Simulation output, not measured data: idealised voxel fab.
The name of this process module is voxel transistor to metal.
150 nm wide, 5 nm square cells: that's cross-section cut.
Cross-section spec: square-cell grid; bands listed top down; each band is one or more rows.
Band: top and bottom heights (nm) first, top before bottom; then materials from left to right, widths in nm. "throughout" marks a sole material filling the band edge to edge. "empty" denotes empty space.
Zero point of the height axis is 0; under it, received wafer = one material. Lowest band: continues down indefinitely, "z 0 and below".
Read "30..40" as a graded width: first number on top, second number at the bottom, same change between each pair of neighbouring rows.
Reading "remained the same" for a step: not a cell of the cross-section changed in it.
"Enclosed void entries" lists enclosed empty spaces (at least 8 cells, no open path upward to the top), each as width x height at distance from the left edge, in nm.
On each step's line, the part that comes after the settings is the simulator's own comment on the step.
overlay nm: where the mask lay relative to plan, measured to the right, on steps with a mask; negatives go left.
The process steps that were planned are listed below
step 1: op RECEIVE | material Si
step 2: op OXIDIZE | depth nm 5
step 3: op CONFORMAL_DEP | material SiN | thk nm 15
step 4: op DIRECTIONAL_DEP | material aC | thk nm 15
step 5: op PATTERN | tone cover | mask id ACTIVE | material resist | width nm 95 | thk nm 30 | overlay nm 0
step 6: op DIRECTIONAL_ETCH | etch materials aC | depth nm 15
step 7: op STRIP | etch materials resist
step 8: op DIRECTIONAL_ETCH | etch materials SiN | depth nm 15
step 9: op DIRECTIONAL_ETCH | etch materials SiO2 | depth nm 5
step 10: op DIRECTIONAL_ETCH | etch materials Si | depth nm 35
step 11: op STRIP | etch materials aC
step 12: op OXIDIZE | depth nm 5
step 13: op FILL_DEP | material SiO2 | thk nm 5
step 14: op CMP | height nm 15
step 15: op SELECTIVE_ETCH | etch materials SiO2 | depth nm 5
step 16: op STRIP | etch materials SiN
step 17: op SELECTIVE_ETCH | etch materials SiO2 | depth nm 5
step 18: op OXIDIZE | depth nm 5
step 19: op DIRECTIONAL_DEP | material polySi | thk nm 25
step 20: op DIRECTIONAL_DEP | material SiCN | thk nm 15
step 21: op DIRECTIONAL_DEP | material aC | thk nm 10
step 22: op PATTERN | tone cover | mask id GATE | material resist | width nm 15 | thk nm 30 | overlay nm 0
step 23: op DIRECTIONAL_ETCH | etch materials aC | depth nm 10
step 24: op STRIP | etch materials resist
step 25: op DIRECTIONAL_ETCH | etch materials SiCN | depth nm 25
step 26: op DIRECTIONAL_ETCH | etch materials polySi | depth nm 35
step 27: op STRIP | etch materials aC
step 28: op CONFORMAL_DEP | material SiO2 | thk nm 5
step 29: op DIRECTIONAL_ETCH | etch materials SiO2 | depth nm 5
step 30: op CONFORMAL_DEP | material SiN | thk nm 10
step 31: op DIRECTIONAL_ETCH | etch materials SiN | depth nm 10
step 32: op DIRECTIONAL_ETCH | etch materials SiO2 | depth nm 5
step 33: op EPI | material SiGe | thk nm 5
step 34: op FILL_DEP | material SiO2 | thk nm 10
step 35: op CMP | height nm 35
step 36: op DIRECTIONAL_DEP | material SiO2 | thk nm 15
step 37: op MASKED_ETCH | tone open | mask id CONTACT | width nm 30 | pitch nm 55 | etch materials SiO2 | depth nm 55 | overlay nm 0
step 38: op CONFORMAL_DEP | material TiN | thk nm 5
step 39: op FILL_DEP | material W | thk nm 5
step 40: op CMP | height nm 50
step 41: op CONFORMAL_DEP | material SiN | thk nm 5
step 42: op DIRECTIONAL_DEP | material lowk | thk nm 15
step 43: op MASKED_ETCH | tone open | mask id METAL_1 | width nm 15 | pitch nm 70 | etch materials lowk | depth nm 15 | overlay nm 0
step 44: op MASKED_ETCH | tone open | mask id METAL_1 | width nm 15 | pitch nm 70 | etch materials SiN | depth nm 5 | overlay nm 0
step 45: op CONFORMAL_DEP | material TiN | thk nm 5
step 46: op FILL_DEP | material Cu | thk nm 5
step 47: op CMP | height nm 70
step 48: op CONFORMAL_DEP | material SiCN | thk nm 5
Run as planned: first of two wafers
Cross-section of the wafer as it came to us, i.e., already through step 1
  z 0 and below  Si throughout
  Enclosed void entries: none
Wafer xsec, post step 2
  z 0 to -5  SiO2 throughout
  Anything lower than -5 is untouched.
Wafer xsec, post step 3
  z 15 to 0  SiN throughout
  Anything lower than 0 is untouched.
Wafer xsec, post step 4
  z 30 to 15  aC throughout
  Anything lower than 15 is untouched.
Wafer xsec, post step 5
  z 60 to 30  empty 25 | resist 95 | empty 30
  Anything lower than 30 is untouched.
Wafer xsec, post step 6
  z 45 to 30  empty 25 | resist 95 | empty 30
  z 30 to 15  empty 25 | aC 95 | empty 30
  Anything lower than 15 is untouched.
Wafer xsec, post step 7
  z 30 to 15  empty 25 | aC 95 | empty 30
  Anything lower than 15 is untouched.
Wafer xsec, post step 8
  z 30 to 15  empty 25 | aC 95 | empty 30
  z 15 to 0  empty 25 | SiN 95 | empty 30
  Anything lower than 0 is untouched.
Wafer xsec, post step 9
  z 30 to 15  empty 25 | aC 95 | empty 30
  z 15 to 0  empty 25 | SiN 95 | empty 30
  z 0 to -5  empty 25 | SiO2 95 | empty 30
  Anything lower than -5 is untouched.
Wafer xsec, post step 10
  z 30 to 15  empty 25 | aC 95 | empty 30
  z 15 to 0  empty 25 | SiN 95 | empty 30
  z 0 to -5  empty 25 | SiO2 95 | empty 30
  z -5 to -40  empty 25 | Si 95 | empty 30
  Anything lower than -40 is untouched.
Wafer xsec, post step 11
  z 15 to 0  empty 25 | SiN 95 | empty 30
  Anything lower than 0 is untouched.
Wafer xsec, post step 12
  z 15 to 0  empty 25 | SiN 95 | empty 30
  z 0 to -5  empty 25 | SiO2 95 | empty 30
  z -5 to -40  empty 25 | SiO2 5 | Si 85 | SiO2 5 | empty 30
  z -40 to -45  SiO2 30 | Si 85 | SiO2 35
  Anything lower than -45 is untouched.
Wafer xsec, post step 13
  z 20 to 15  SiO2 throughout
  z 15 to 0  SiO2 25 | SiN 95 | SiO2 30
  z 0 to -5  SiO2 throughout
  z -5 to -45  SiO2 30 | Si 85 | SiO2 35
  Anything lower than -45 is untouched.
Wafer xsec, post step 14
  z 15 to 0  SiO2 25 | SiN 95 | SiO2 30
  Anything lower than 0 is untouched.
Wafer xsec, post step 15
  z 15 to 10  empty 25 | SiN 95 | empty 30
  Anything lower than 10 is untouched.
Wafer xsec, post step 16
  z 10 to 0  SiO2 25 | empty 95 | SiO2 30
  Anything lower than 0 is untouched.
Wafer xsec, post step 17
  z 5 to -5  SiO2 20 | empty 105 | SiO2 25
  Anything lower than -5 is untouched.
Wafer xsec, post step 18
  z 5 to -5  SiO2 20 | empty 105 | SiO2 25
  z -5 to -10  SiO2 throughout
  Anything lower than -10 is untouched.
Wafer xsec, post step 19
  z 30 to 20  polySi 20 | empty 105 | polySi 25
  z 20 to 5  polySi throughout
  z 5 to -5  SiO2 20 | polySi 105 | SiO2 25
  Anything lower than -5 is untouched.
Wafer xsec, post step 20
  z 45 to 35  SiCN 20 | empty 105 | SiCN 25
  z 35 to 30  SiCN throughout
  z 30 to 20  polySi 20 | SiCN 105 | polySi 25
  Anything lower than 20 is untouched.
Wafer xsec, post step 21
  z 55 to 45  aC 20 | empty 105 | aC 25
  z 45 to 35  SiCN 20 | aC 105 | SiCN 25
  Anything lower than 35 is untouched.
Wafer xsec, post step 22
  z 85 to 55  empty 65 | resist 15 | empty 70
  z 55 to 45  aC 20 | empty 45 | resist 15 | empty 45 | aC 25
  Anything lower than 45 is untouched.
Wafer xsec, post step 23
  z 75 to 45  empty 65 | resist 15 | empty 70
  z 45 to 35  SiCN 20 | empty 45 | aC 15 | empty 45 | SiCN 25
  Anything lower than 35 is untouched.
Wafer xsec, post step 24
  z 45 to 35  SiCN 20 | empty 45 | aC 15 | empty 45 | SiCN 25
  Anything lower than 35 is untouched.
Wafer xsec, post step 25
  z 45 to 35  empty 65 | aC 15 | empty 70
  z 35 to 30  empty 65 | SiCN 15 | empty 70
  z 30 to 20  polySi 20 | empty 45 | SiCN 15 | empty 45 | polySi 25
  Anything lower than 20 is untouched.
Wafer xsec, post step 26
  z 45 to 35  empty 65 | aC 15 | empty 70
  z 35 to 20  empty 65 | SiCN 15 | empty 70
  z 20 to 5  empty 65 | polySi 15 | empty 70
  z 5 to -5  SiO2 20 | empty 45 | polySi 15 | empty 45 | SiO2 25
  Anything lower than -5 is untouched.
Wafer xsec, post step 27
  z 35 to 20  empty 65 | SiCN 15 | empty 70
  Anything lower than 20 is untouched.
Wafer xsec, post step 28
  z 40 to 35  empty 60 | SiO2 25 | empty 65
  z 35 to 20  empty 60 | SiO2 5 | SiCN 15 | SiO2 5 | empty 65
  z 20 to 10  empty 60 | SiO2 5 | polySi 15 | SiO2 5 | empty 65
  z 10 to 0  SiO2 25 | empty 35 | SiO2 5 | polySi 15 | SiO2 5 | empty 35 | SiO2 30
  z 0 to -5  SiO2 65 | polySi 15 | SiO2 70
  Anything lower than -5 is untouched.
Wafer xsec, post step 29
  z 35 to 20  empty 60 | SiO2 5 | SiCN 15 | SiO2 5 | empty 65
  z 20 to 5  empty 60 | SiO2 5 | polySi 15 | SiO2 5 | empty 65
  z 5 to -5  SiO2 25 | empty 35 | SiO2 5 | polySi 15 | SiO2 5 | empty 35 | SiO2 30
  Anything lower than -5 is untouched.
Wafer xsec, post step 30
  z 45 to 35  empty 50 | SiN 45 | empty 55
  z 35 to 20  empty 50 | SiN 10 | SiO2 5 | SiCN 15 | SiO2 5 | SiN 10 | empty 55
  z 20 to 15  empty 50 | SiN 10 | SiO2 5 | polySi 15 | SiO2 5 | SiN 10 | empty 55
  z 15 to 5  SiN 35 | empty 15 | SiN 10 | SiO2 5 | polySi 15 | SiO2 5 | SiN 10 | empty 15 | SiN 40
  z 5 to -5  SiO2 25 | SiN 35 | SiO2 5 | polySi 15 | SiO2 5 | SiN 35 | SiO2 30
  Anything lower than -5 is untouched.
Wafer xsec, post step 31
  z 35 to 20  empty 50 | SiN 10 | SiO2 5 | SiCN 15 | SiO2 5 | SiN 10 | empty 55
  z 20 to 5  empty 50 | SiN 10 | SiO2 5 | polySi 15 | SiO2 5 | SiN 10 | empty 55
  z 5 to -5  SiO2 25 | SiN 10 | empty 15 | SiN 10 | SiO2 5 | polySi 15 | SiO2 5 | SiN 10 | empty 15 | SiN 10 | SiO2 30
  Anything lower than -5 is untouched.
Wafer xsec, post step 32
  z 35 to 30  empty 50 | SiN 10 | empty 5 | SiCN 15 | empty 5 | SiN 10 | empty 55
  z 30 to 20  empty 50 | SiN 10 | SiO2 5 | SiCN 15 | SiO2 5 | SiN 10 | empty 55
  z 20 to 5  empty 50 | SiN 10 | SiO2 5 | polySi 15 | SiO2 5 | SiN 10 | empty 55
  z 5 to 0  empty 25 | SiN 10 | empty 15 | SiN 10 | SiO2 5 | polySi 15 | SiO2 5 | SiN 10 | empty 15 | SiN 10 | empty 30
  z 0 to -5  SiO2 25 | SiN 10 | empty 15 | SiN 10 | SiO2 5 | polySi 15 | SiO2 5 | SiN 10 | empty 15 | SiN 10 | SiO2 30
  z -5 to -10  SiO2 35 | empty 15 | SiO2 45 | empty 15 | SiO2 40
  Anything lower than -10 is untouched.
Wafer xsec, post step 33
  z 35 to 30  empty 50 | SiN 10 | empty 5 | SiCN 15 | empty 5 | SiN 10 | empty 55
  z 30 to 20  empty 50 | SiN 10 | SiO2 5 | SiCN 15 | SiO2 5 | SiN 10 | empty 55
  z 20 to 5  empty 50 | SiN 10 | SiO2 5 | polySi 15 | SiO2 5 | SiN 10 | empty 55
  z 5 to 0  empty 25 | SiN 10 | empty 15 | SiN 10 | SiO2 5 | polySi 15 | SiO2 5 | SiN 10 | empty 15 | SiN 10 | empty 30
  z 0 to -5  SiO2 25 | SiN 10 | empty 15 | SiN 10 | SiO2 5 | polySi 15 | SiO2 5 | SiN 10 | empty 15 | SiN 10 | SiO2 30
  z -5 to -10  SiO2 35 | SiGe 15 | SiO2 45 | SiGe 15 | SiO2 40
  Anything lower than -10 is untouched.
Wafer xsec, post step 34
  z 45 to 35  SiO2 throughout
  z 35 to 20  SiO2 50 | SiN 10 | SiO2 5 | SiCN 15 | SiO2 5 | SiN 10 | SiO2 55
  z 20 to 5  SiO2 50 | SiN 10 | SiO2 5 | polySi 15 | SiO2 5 | SiN 10 | SiO2 55
  z 5 to -5  SiO2 25 | SiN 10 | SiO2 15 | SiN 10 | SiO2 5 | polySi 15 | SiO2 5 | SiN 10 | SiO2 15 | SiN 10 | SiO2 30
  Anything lower than -5 is untouched.
Wafer xsec, post step 35
  z 35 to 20  SiO2 50 | SiN 10 | SiO2 5 | SiCN 15 | SiO2 5 | SiN 10 | SiO2 55
  Anything lower than 20 is untouched.
Wafer xsec, post step 36
  z 50 to 35  SiO2 throughout
  Anything lower than 35 is untouched.
Wafer xsec, post step 37
  z 50 to 35  SiO2 30 | empty 30 | SiO2 25 | empty 30 | SiO2 35
  z 35 to 20  SiO2 30 | empty 20 | SiN 10 | SiO2 5 | SiCN 15 | SiO2 5 | SiN 10 | empty 20 | SiO2 35
  z 20 to 5  SiO2 30 | empty 20 | SiN 10 | SiO2 5 | polySi 15 | SiO2 5 | SiN 10 | empty 20 | SiO2 35
  z 5 to -5  SiO2 25 | SiN 10 | empty 15 | SiN 10 | SiO2 5 | polySi 15 | SiO2 5 | SiN 10 | empty 15 | SiN 10 | SiO2 30
  Anything lower than -5 is untouched.
Wafer xsec, post step 38
  z 55 to 50  TiN 35 | empty 20 | TiN 35 | empty 20 | TiN 40
  z 50 to 40  SiO2 30 | TiN 5 | empty 20 | TiN 5 | SiO2 25 | TiN 5 | empty 20 | TiN 5 | SiO2 35
  z 40 to 35  SiO2 30 | TiN 5 | empty 10 | TiN 15 | SiO2 25 | TiN 15 | empty 10 | TiN 5 | SiO2 35
  z 35 to 20  SiO2 30 | TiN 5 | empty 10 | TiN 5 | SiN 10 | SiO2 5 | SiCN 15 | SiO2 5 | SiN 10 | TiN 5 | empty 10 | TiN 5 | SiO2 35
  z 20 to 10  SiO2 30 | TiN 5 | empty 10 | TiN 5 | SiN 10 | SiO2 5 | polySi 15 | SiO2 5 | SiN 10 | TiN 5 | empty 10 | TiN 5 | SiO2 35
  z 10 to 5  SiO2 30 | TiN 10 | empty 5 | TiN 5 | SiN 10 | SiO2 5 | polySi 15 | SiO2 5 | SiN 10 | TiN 5 | empty 5 | TiN 10 | SiO2 35
  z 5 to 0  SiO2 25 | SiN 10 | TiN 5 | empty 5 | TiN 5 | SiN 10 | SiO2 5 | polySi 15 | SiO2 5 | SiN 10 | TiN 5 | empty 5 | TiN 5 | SiN 10 | SiO2 30
  z 0 to -5  SiO2 25 | SiN 10 | TiN 15 | SiN 10 | SiO2 5 | polySi 15 | SiO2 5 | SiN 10 | TiN 15 | SiN 10 | SiO2 30
  Anything lower than -5 is untouched.
Wafer xsec, post step 39
  z 60 to 55  W throughout
  z 55 to 50  TiN 35 | W 20 | TiN 35 | W 20 | TiN 40
  z 50 to 40  SiO2 30 | TiN 5 | W 20 | TiN 5 | SiO2 25 | TiN 5 | W 20 | TiN 5 | SiO2 35
  z 40 to 35  SiO2 30 | TiN 5 | W 10 | TiN 15 | SiO2 25 | TiN 15 | W 10 | TiN 5 | SiO2 35
  z 35 to 20  SiO2 30 | TiN 5 | W 10 | TiN 5 | SiN 10 | SiO2 5 | SiCN 15 | SiO2 5 | SiN 10 | TiN 5 | W 10 | TiN 5 | SiO2 35
  z 20 to 10  SiO2 30 | TiN 5 | W 10 | TiN 5 | SiN 10 | SiO2 5 | polySi 15 | SiO2 5 | SiN 10 | TiN 5 | W 10 | TiN 5 | SiO2 35
  z 10 to 5  SiO2 30 | TiN 10 | W 5 | TiN 5 | SiN 10 | SiO2 5 | polySi 15 | SiO2 5 | SiN 10 | TiN 5 | W 5 | TiN 10 | SiO2 35
  z 5 to 0  SiO2 25 | SiN 10 | TiN 5 | W 5 | TiN 5 | SiN 10 | SiO2 5 | polySi 15 | SiO2 5 | SiN 10 | TiN 5 | W 5 | TiN 5 | SiN 10 | SiO2 30
  Anything lower than 0 is untouched.
Wafer xsec, post step 40
  z 50 to 40  SiO2 30 | TiN 5 | W 20 | TiN 5 | SiO2 25 | TiN 5 | W 20 | TiN 5 | SiO2 35
  Anything lower than 40 is untouched.
Wafer xsec, post step 41
  z 55 to 50  SiN throughout
  Anything lower than 50 is untouched.
Wafer xsec, post step 42
  z 70 to 55  lowk throughout
  Anything lower than 55 is untouched.
Wafer xsec, post step 43
  z 70 to 55  lowk 30 | empty 15 | lowk 55 | empty 15 | lowk 35
  Anything lower than 55 is untouched.
Wafer xsec, post step 44
  z 70 to 55  lowk 30 | empty 15 | lowk 55 | empty 15 | lowk 35
  z 55 to 50  SiN 30 | empty 15 | SiN 55 | empty 15 | SiN 35
  Anything lower than 50 is untouched.
Wafer xsec, post step 45
  z 75 to 70  TiN 35 | empty 5 | TiN 65 | empty 5 | TiN 40
  z 70 to 55  lowk 30 | TiN 5 | empty 5 | TiN 5 | lowk 55 | TiN 5 | empty 5 | TiN 5 | lowk 35
  z 55 to 50  SiN 30 | TiN 15 | SiN 55 | TiN 15 | SiN 35
  Anything lower than 50 is untouched.
Wafer xsec, post step 46
  z 80 to 75  Cu throughout
  z 75 to 70  TiN 35 | Cu 5 | TiN 65 | Cu 5 | TiN 40
  z 70 to 55  lowk 30 | TiN 5 | Cu 5 | TiN 5 | lowk 55 | TiN 5 | Cu 5 | TiN 5 | lowk 35
  Anything lower than 55 is untouched.
Wafer xsec, post step 47
  z 70 to 55  lowk 30 | TiN 5 | Cu 5 | TiN 5 | lowk 55 | TiN 5 | Cu 5 | TiN 5 | lowk 35
  Anything lower than 55 is untouched.
Wafer xsec, post step 48
  z 75 to 70  SiCN throughout
  Anything lower than 70 is untouched.
Companion wafer, the second of two: same beginning, same intended sequence, one mistake in carrying it out; through step 29 inclusive it tracks the first exactly
when step 30 should have ended: remained the same
when step 31 should have ended: remained the same
when step 32 should have ended
  z 35 to 30  empty 65 | SiCN 15 | empty 70
  z 30 to 20  empty 60 | SiO2 5 | SiCN 15 | SiO2 5 | empty 65
  z 20 to 0  empty 60 | SiO2 5 | polySi 15 | SiO2 5 | empty 65
  z 0 to -5  SiO2 25 | empty 35 | SiO2 5 | polySi 15 | SiO2 5 | empty 35 | SiO2 30
  z -5 to -10  SiO2 25 | empty 35 | SiO2 25 | empty 35 | SiO2 30
  Anything lower than -10 is untouched.
when step 33 should have ended
  z 35 to 30  empty 65 | SiCN 15 | empty 70
  z 30 to 20  empty 60 | SiO2 5 | SiCN 15 | SiO2 5 | empty 65
  z 20 to 0  empty 60 | SiO2 5 | polySi 15 | SiO2 5 | empty 65
  z 0 to -5  SiO2 25 | empty 35 | SiO2 5 | polySi 15 | SiO2 5 | empty 35 | SiO2 30
  z -5 to -10  SiO2 25 | SiGe 35 | SiO2 25 | SiGe 35 | SiO2 30
  Anything lower than -10 is untouched.
when step 34 should have ended
  z 45 to 35  SiO2 throughout
  z 35 to 20  SiO2 65 | SiCN 15 | SiO2 70
  z 20 to -5  SiO2 65 | polySi 15 | SiO2 70
  Anything lower than -5 is untouched.
when step 35 should have ended
  z 35 to 20  SiO2 65 | SiCN 15 | SiO2 70
  Anything lower than 20 is untouched.
when step 36 should have ended
  z 50 to 35  SiO2 throughout
  Anything lower than 35 is untouched.
when step 37 should have ended
  z 50 to 35  SiO2 30 | empty 30 | SiO2 25 | empty 30 | SiO2 35
  z 35 to 20  SiO2 30 | empty 30 | SiO2 5 | SiCN 15 | SiO2 5 | empty 30 | SiO2 35
  z 20 to -5  SiO2 30 | empty 30 | SiO2 5 | polySi 15 | SiO2 5 | empty 30 | SiO2 35
  Anything lower than -5 is untouched.
when step 38 should have ended
  z 55 to 50  TiN 35 | empty 20 | TiN 35 | empty 20 | TiN 40
  z 50 to 35  SiO2 30 | TiN 5 | empty 20 | TiN 5 | SiO2 25 | TiN 5 | empty 20 | TiN 5 | SiO2 35
  z 35 to 20  SiO2 30 | TiN 5 | empty 20 | TiN 5 | SiO2 5 | SiCN 15 | SiO2 5 | TiN 5 | empty 20 | TiN 5 | SiO2 35
  z 20 to 0  SiO2 30 | TiN 5 | empty 20 | TiN 5 | SiO2 5 | polySi 15 | SiO2 5 | TiN 5 | empty 20 | TiN 5 | SiO2 35
  z 0 to -5  SiO2 30 | TiN 30 | SiO2 5 | polySi 15 | SiO2 5 | TiN 30 | SiO2 35
  Anything lower than -5 is untouched.
when step 39 should have ended
  z 60 to 55  W throughout
  z 55 to 50  TiN 35 | W 20 | TiN 35 | W 20 | TiN 40
  z 50 to 35  SiO2 30 | TiN 5 | W 20 | TiN 5 | SiO2 25 | TiN 5 | W 20 | TiN 5 | SiO2 35
  z 35 to 20  SiO2 30 | TiN 5 | W 20 | TiN 5 | SiO2 5 | SiCN 15 | SiO2 5 | TiN 5 | W 20 | TiN 5 | SiO2 35
  z 20 to 0  SiO2 30 | TiN 5 | W 20 | TiN 5 | SiO2 5 | polySi 15 | SiO2 5 | TiN 5 | W 20 | TiN 5 | SiO2 35
  Anything lower than 0 is untouched.
when step 40 should have ended
  z 50 to 35  SiO2 30 | TiN 5 | W 20 | TiN 5 | SiO2 25 | TiN 5 | W 20 | TiN 5 | SiO2 35
  Anything lower than 35 is untouched.
when step 41 should have ended
  z 55 to 50  SiN throughout
  Anything lower than 50 is untouched.
when step 42 should have ended
  z 70 to 55  lowk throughout
  Anything lower than 55 is untouched.
when step 43 should have ended
  z 70 to 55  lowk 30 | empty 15 | lowk 55 | empty 15 | lowk 35
  Anything lower than 55 is untouched.
when step 44 should have ended
  z 70 to 55  lowk 30 | empty 15 | lowk 55 | empty 15 | lowk 35
  z 55 to 50  SiN 30 | empty 15 | SiN 55 | empty 15 | SiN 35
  Anything lower than 50 is untouched.
when step 45 should have ended
  z 75 to 70  TiN 35 | empty 5 | TiN 65 | empty 5 | TiN 40
  z 70 to 55  lowk 30 | TiN 5 | empty 5 | TiN 5 | lowk 55 | TiN 5 | empty 5 | TiN 5 | lowk 35
  z 55 to 50  SiN 30 | TiN 15 | SiN 55 | TiN 15 | SiN 35
  Anything lower than 50 is untouched.
when step 46 should have ended
  z 80 to 75  Cu throughout
  z 75 to 70  TiN 35 | Cu 5 | TiN 65 | Cu 5 | TiN 40
  z 70 to 55  lowk 30 | TiN 5 | Cu 5 | TiN 5 | lowk 55 | TiN 5 | Cu 5 | TiN 5 | lowk 35
  Anything lower than 55 is untouched.
when step 47 should have ended
  z 70 to 55  lowk 30 | TiN 5 | Cu 5 | TiN 5 | lowk 55 | TiN 5 | Cu 5 | TiN 5 | lowk 35
  Anything lower than 55 is untouched.
when step 48 should have ended
  z 75 to 70  SiCN throughout
  Anything lower than 70 is untouched.
What was done differently from what was planned? not run: step 30 of the plan (skipped)
Final wafer comparison in cells, second versus first, more or fewer per material: 8 more of SiGe, 40 fewer of SiN, 4 fewer of SiO2, 36 more of W
